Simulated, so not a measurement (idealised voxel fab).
The following process module bears the name voxel transistor to metal.
Each square cell in cross-section cut measures 5 nm, and the section as a whole is 160 nm wide.
A cross-section is written here as square cells arranged in a grid, and it is given in bands from the top down, each band taking up one or more rows of cells. Band: top and bottom heights (nm) first, top before bottom; then materials from left to right, widths in nm. "edge to edge" marks a sole material filling the band edge to edge. "blank" denotes empty space. Below 0: as-received wafer, all one material; heights counted from there. Lowest band: no bottom, goes on down, written "top 0, no bottom". Width "30->40": first value at the band's top row of cells, second value at its bottom row, equal change from row to row. No cell of the cross-section changed in a step that is given as "no modifications". The label "Enclosed void catalog" introduces a list of the empty spaces, 8 cells or larger, that have no open way up to the top; each entry in it reads width x height at distance, where the distance is taken from the left edge and all three are stated in nm. On a step's line, text after the settings is the simulator commenting on that step. On any step carrying a mask, the "overlay nm" setting, if present on the step's line, tells how far right of its planned place the mask lay; negative values point to the left.

-- The following list gives the planned process steps
step 1: RECEIVE,material Si
step 2: OXIDIZE,depth nm 5
step 3: CONFORMAL_DEP,material SiN,thk nm 15
step 4: DIRECTIONAL_DEP,material aC,thk nm 10
step 5: PATTERN,tone cover,mask id ACTIVE,material resist,width nm 125,thk nm 30,overlay nm 0
step 6: DIRECTIONAL_ETCH,etch materials aC,depth nm 10
step 7: STRIP,etch materials resist
step 8: DIRECTIONAL_ETCH,etch materials SiN,depth nm 15
step 9: DIRECTIONAL_ETCH,etch materials SiO2,depth nm 5
step 10: DIRECTIONAL_ETCH,etch materials Si,depth nm 30
step 11: STRIP,etch materials aC
step 12: OXIDIZE,depth nm 5
step 13: FILL_DEP,material SiO2,thk nm 15
step 14: CMP,height nm 15
step 15: SELECTIVE_ETCH,etch materials SiO2,depth nm 10
step 16: STRIP,etch materials SiN
step 17: SELECTIVE_ETCH,etch materials SiO2,depth nm 5
step 18: OXIDIZE,depth nm 5
step 19: DIRECTIONAL_DEP,material polySi,thk nm 20
step 20: DIRECTIONAL_DEP,material SiCN,thk nm 10
step 21: DIRECTIONAL_DEP,material aC,thk nm 10
step 22: PATTERN,tone cover,mask id GATE,material resist,width nm 25,thk nm 30,overlay nm 0
step 23: DIRECTIONAL_ETCH,etch materials aC,depth nm 10
step 24: STRIP,etch materials resist
step 25: DIRECTIONAL_ETCH,etch materials SiCN,depth nm 20
step 26: DIRECTIONAL_ETCH,etch materials polySi,depth nm 30
step 27: STRIP,etch materials aC
step 28: CONFORMAL_DEP,material SiO2,thk nm 5
step 29: DIRECTIONAL_ETCH,etch materials SiO2,depth nm 5
step 30: CONFORMAL_DEP,material SiN,thk nm 5
step 31: DIRECTIONAL_ETCH,etch materials SiN,depth nm 5
step 32: DIRECTIONAL_ETCH,etch materials SiO2,depth nm 5
step 33: DIRECTIONAL_ETCH,etch materials Si,depth nm 5
step 34: EPI,material nSi,thk nm 5
step 35: FILL_DEP,material SiO2,thk nm 10
step 36: CMP,height nm 25
step 37: DIRECTIONAL_DEP,material SiO2,thk nm 15
step 38: MASKED_ETCH,tone open,mask id CONTACT,width nm 20,pitch nm 85,etch materials SiO2,depth nm 50,overlay nm 0
step 39: CONFORMAL_DEP,material TiN,thk nm 5
step 40: FILL_DEP,material Ru,thk nm 5
step 41: CMP,height nm 40
step 42: DIRECTIONAL_DEP,material TiN,thk nm 5
step 43: DIRECTIONAL_DEP,material Ru,thk nm 20
step 44: PATTERN,tone cover,mask id METAL_1,material resist,width nm 20,pitch nm 85,thk nm 20,overlay nm 0
step 45: DIRECTIONAL_ETCH,etch materials Ru,depth nm 20
step 46: DIRECTIONAL_ETCH,etch materials TiN,depth nm 5
step 47: STRIP,etch materials resist
step 48: CONFORMAL_DEP,material SiN,thk nm 5
step 49: FILL_DEP,material SiO2,thk nm 10
step 50: CMP,height nm 65
step 51: CONFORMAL_DEP,material SiCN,thk nm 5

-- This is the cross-section of the wafer as we received it, i.e. after step 1
> top 0, no bottom = Si edge to edge
> Enclosed void catalog: none

-- One mistake in running the module, otherwise start and plan as above: cross-section at the end
> top 70, bottom 65 = SiCN edge to edge
> top 65, bottom 45 = 20 SiO2 / 5 SiN / 20 Ru / 5 SiN / 55 SiO2 / 5 SiN / 20 Ru / 5 SiN / 25 SiO2
> top 45, bottom 40 = 25 SiN / 20 TiN / 65 SiN / 20 TiN / 30 SiN
> top 40, bottom 25 = 25 SiO2 / 5 TiN / 10 Ru / 5 TiN / 65 SiO2 / 5 TiN / 10 Ru / 5 TiN / 30 SiO2
> top 25, bottom 20 = 25 SiO2 / 5 TiN / 10 Ru / 5 TiN / 10 SiO2 / 5 SiN / 5 SiO2 / 25 SiCN / 5 SiO2 / 5 SiN / 10 SiO2 / 5 TiN / 10 Ru / 5 TiN / 30 SiO2
> top 20, bottom 0 = 25 SiO2 / 5 TiN / 10 Ru / 5 TiN / 10 SiO2 / 5 SiN / 5 SiO2 / 25 polySi / 5 SiO2 / 5 SiN / 10 SiO2 / 5 TiN / 10 Ru / 5 TiN / 30 SiO2
> top 0, bottom -5 = 15 SiO2 / 5 SiN / 5 SiO2 / 5 TiN / 10 Ru / 5 TiN / 10 SiO2 / 5 SiN / 5 SiO2 / 25 polySi / 5 SiO2 / 5 SiN / 10 SiO2 / 5 TiN / 10 Ru / 5 TiN / 5 SiO2 / 5 SiN / 20 SiO2
> top -5, bottom -10 = 25 SiO2 / 20 TiN / 5 SiO2 / 5 nSi / 45 SiO2 / 5 nSi / 5 SiO2 / 20 TiN / 30 SiO2
> top -10, bottom -15 = 20 SiO2 / 35 nSi / 45 Si / 35 nSi / 25 SiO2
> top -15, bottom -40 = 20 SiO2 / 115 Si / 25 SiO2
> top -40, no bottom = Si edge to edge
> Enclosed void catalog: none
So what did we get wrong on this run? step 19 was processed under conditions differing from the plan, specifically as DIRECTIONAL_DEP,material polySi,thk nm 25
